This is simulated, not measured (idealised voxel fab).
The document below concerns the process module designated voxel fin reveal.
The cross-section on display is named cut; it measures 170 nm wide, and its cells are 5 nm squares.
Reading order for cross-sections: top band down to bottom band. Underlying form: a grid of square cells. Band size: one or more rows of cells.
The band entry comprises the height of the band's top followed by the height of its bottom, expressed in nm, and subsequently the band's materials from left to right, each stated together with its width in nm. Where a single material is marked with the word "everywhere", that material fills the band from edge to edge. The word "blank" represents empty space.
A quick word on heights: they are counted from 0, and under that level the wafer as it came to us is one material throughout. The lowest band is different from the rest in having no bottom; it simply continues downward, written as in "from 0 down".
Graded width ("30 to 40"): value in top row of band = first number; value in bottom row = second number; row-to-row change constant.
It should be understood that the words "nothing changed", when stated for a given step, signify that the cross-section underwent no change in any of its cells during that step.
Under "Cavities, sealed" you'll find the enclosed gaps, the ones with no way out to the top, that are 8 cells or bigger; each reads width x height at distance, with distance counted from the left edge, everything in nm.
On each step's line, the part that comes after the settings is the simulator's own comment on the step.
The line of a step may include "overlay nm". On a step with a mask, this value is how far to the right of its planned place the mask lay. A negative value means the mask lay to the left.

-- Below is the list of planned process steps
1. RECEIVE | material Si
2. CONFORMAL_DEP | material SiN | thk nm 5
3. MASKED_ETCH | tone cover | mask id FINS | width nm 15 | pitch nm 35 | etch materials SiN | depth nm 5 | overlay nm 0
4. MASKED_ETCH | tone cover | mask id FINS | width nm 15 | pitch nm 35 | etch materials Si | depth nm 35 | overlay nm 0
5. FILL_DEP | material SiO2 | thk nm 10
6. CMP | height nm 5
7. SELECTIVE_ETCH | etch materials SiO2 | depth nm 30
8. STRIP | etch materials SiN
9. CONFORMAL_DEP | material SiO2 | thk nm 5

-- Wafer as received: cross-section following step 1
    from 0 down  Si everywhere
    Cavities, sealed: none

-- Result of the module, cross-sectioned: start per above, plan per above, one error in how it was run
    from 5 to 0  35 blank  25 SiO2  10 blank  25 SiO2  10 blank  25 SiO2  40 blank
    from 0 to -20  35 blank  5 SiO2  15 Si  5 SiO2  10 blank  5 SiO2  15 Si  5 SiO2  10 blank  5 SiO2  15 Si  5 SiO2  40 blank
    from -20 to -25  15 SiO2  20 blank  5 SiO2  15 Si  5 SiO2  10 blank  5 SiO2  15 Si  5 SiO2  10 blank  5 SiO2  15 Si  5 SiO2  20 blank  20 SiO2
    from -25 to -35  40 SiO2  15 Si  20 SiO2  15 Si  20 SiO2  15 Si  45 SiO2
    from -35 down  Si everywhere
    Cavities, sealed: none
Plan not followed: steps 7 and 8: order swapped relative to plan
